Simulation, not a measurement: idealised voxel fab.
voxel transistor to metal: a process module
Each square cell in cross-section cut measures 5 nm, and the section as a whole is 195 nm wide.
A cross-section in this document is a grid of square cells, and it is written down as bands, the top band listed before the ones below it; a band is made up of one or more rows of cells.
For a band, the entry starts with two heights in nm, that of the top and then that of the bottom, and carries on with the band's materials in order from left to right, each alongside its width in nm; the word "edge to edge" beside a single material means it fills the band edge to edge, and "air" means empty space.
Beneath 0, the wafer as received is one material, and that level is where height counting begins. The lowest band goes on downward without a bottom; it is written like "0 nm and below".
The width entry "30->40" should be interpreted row by row: the top row of cells in the band takes the first number, the bottom row takes the second number, and the change between adjacent rows is uniform throughout.
Given "same as before" for a step, no cell of the cross-section differs between before and after that step.
Entry "Completely enclosed voids". Content: empty spaces with no open connection to the top, size 8 cells or greater. Each: width x height at distance. Distance: from left edge. Unit: nm.
Past the settings on a step's line: simulator remark, on that step.
A step's line can hold "overlay nm"; with a mask on that step, the setting says how far right of the planned place the mask lay, while a negative setting says it lay to the left.
**So here's the lineup of process steps we planned**
1. op RECEIVE | material Si
2. op CONFORMAL_DEP | material SiO2 | thk nm 5
3. op CONFORMAL_DEP | material SiN | thk nm 10
4. op DIRECTIONAL_DEP | material aC | thk nm 10
5. op PATTERN | tone cover | mask id ACTIVE | material resist | width nm 115 | thk nm 25 | overlay nm 0
6. op DIRECTIONAL_ETCH | etch materials aC | depth nm 10
7. op STRIP | etch materials resist
8. op DIRECTIONAL_ETCH | etch materials SiN | depth nm 10
9. op DIRECTIONAL_ETCH | etch materials SiO2 | depth nm 5
10. op DIRECTIONAL_ETCH | etch materials Si | depth nm 25
11. op STRIP | etch materials aC
12. op FILL_DEP | material SiO2 | thk nm 5
13. op CMP | height nm 15
14. op SELECTIVE_ETCH | etch materials SiO2 | depth nm 10
15. op STRIP | etch materials SiN
16. op SELECTIVE_ETCH | etch materials SiO2 | depth nm 5
17. op OXIDIZE | depth nm 5
18. op DIRECTIONAL_DEP | material polySi | thk nm 25
19. op DIRECTIONAL_DEP | material SiCN | thk nm 15
20. op MASKED_ETCH | tone cover | mask id GATE | width nm 25 | etch materials SiCN | depth nm 25 | overlay nm 0
21. op MASKED_ETCH | tone cover | mask id GATE | width nm 25 | etch materials polySi | depth nm 35 | overlay nm 0
22. op CONFORMAL_DEP | material SiO2 | thk nm 5
23. op DIRECTIONAL_ETCH | etch materials SiO2 | depth nm 5
24. op CONFORMAL_DEP | material SiN | thk nm 10
25. op DIRECTIONAL_ETCH | etch materials SiN | depth nm 10
26. op DIRECTIONAL_ETCH | etch materials SiO2 | depth nm 5
27. op DIRECTIONAL_ETCH | etch materials Si | depth nm 5
28. op EPI | material SiGe | thk nm 10
29. op FILL_DEP | material SiO2 | thk nm 5
30. op CMP | height nm 25
31. op STRIP | etch materials polySi
32. op SELECTIVE_ETCH | etch materials SiO2 | depth nm 5
33. op CONFORMAL_DEP | material HfO2 | thk nm 5
34. op CONFORMAL_DEP | material TiN | thk nm 5
35. op FILL_DEP | material W | thk nm 5
36. op CMP | height nm 20
37. op DIRECTIONAL_DEP | material SiO2 | thk nm 10
38. op MASKED_ETCH | tone open | mask id CONTACT | width nm 20 | pitch nm 75 | etch materials SiO2 | depth nm 30 | overlay nm 0
39. op CONFORMAL_DEP | material TiN | thk nm 5
40. op FILL_DEP | material W | thk nm 5
41. op CMP | height nm 30
42. op CONFORMAL_DEP | material SiCN | thk nm 5
43. op DIRECTIONAL_DEP | material SiO2 | thk nm 15
44. op DIRECTIONAL_DEP | material aC | thk nm 15
45. op PATTERN | tone open | mask id METAL_1 | material resist | width nm 20 | pitch nm 75 | thk nm 30 | overlay nm 0
46. op DIRECTIONAL_ETCH | etch materials aC | depth nm 15
47. op STRIP | etch materials resist
48. op DIRECTIONAL_ETCH | etch materials SiO2 | depth nm 15
49. op DIRECTIONAL_ETCH | etch materials SiCN | depth nm 5
50. op STRIP | etch materials aC
51. op CONFORMAL_DEP | material TiN | thk nm 5
52. op FILL_DEP | material Ru | thk nm 5
53. op CMP | height nm 50
54. op CONFORMAL_DEP | material SiN | thk nm 5
**Cross-section of the wafer upon arrival, representing the state reached after step 1**
* 0 nm and below: Si edge to edge
* Completely enclosed voids: none
**a wafer at the end: this start, this plan, one mistake**
* 55 nm to 50 nm: SiN edge to edge
* 50 nm to 35 nm: 50 of SiO2, 5 of TiN, 10 of Ru, 5 of TiN, 55 of SiO2, 5 of TiN, 10 of Ru, 5 of TiN, 50 of SiO2
* 35 nm to 30 nm: 50 of SiCN, 20 of TiN, 55 of SiCN, 20 of TiN, 50 of SiCN
* 30 nm to 20 nm: 50 of SiO2, 5 of TiN, 10 of W, 5 of TiN, 55 of SiO2, 5 of TiN, 10 of W, 5 of TiN, 50 of SiO2
* 20 nm to 10 nm: 50 of SiO2, 5 of TiN, 10 of W, 5 of TiN, 10 of SiN, 5 of TiN, 5 of HfO2, 15 of W, 5 of HfO2, 5 of TiN, 10 of SiN, 5 of TiN, 10 of W, 5 of TiN, 50 of SiO2
* 10 nm to 5 nm: 50 of SiO2, 20 of TiN, 10 of SiN, 5 of TiN, 5 of HfO2, 15 of W, 5 of HfO2, 5 of TiN, 10 of SiN, 20 of TiN, 50 of SiO2
* 5 nm to 0 nm: 50 of SiO2, 10 of TiN, 10 of SiGe, 10 of SiN, 5 of TiN, 25 of HfO2, 5 of TiN, 10 of SiN, 10 of SiGe, 10 of TiN, 50 of SiO2
* 0 nm to -5 nm: 35 of SiO2, 35 of SiGe, 10 of SiO2, 35 of TiN, 10 of SiO2, 35 of SiGe, 35 of SiO2
* -5 nm to -10 nm: 40 of SiO2, 30 of SiGe, 55 of Si, 30 of SiGe, 40 of SiO2
* -10 nm to -25 nm: 40 of SiO2, 115 of Si, 40 of SiO2
* -25 nm and below: Si edge to edge
* Completely enclosed voids: none
Short version of what went wrong: transposition of steps 33 and 34 relative to the planned sequence
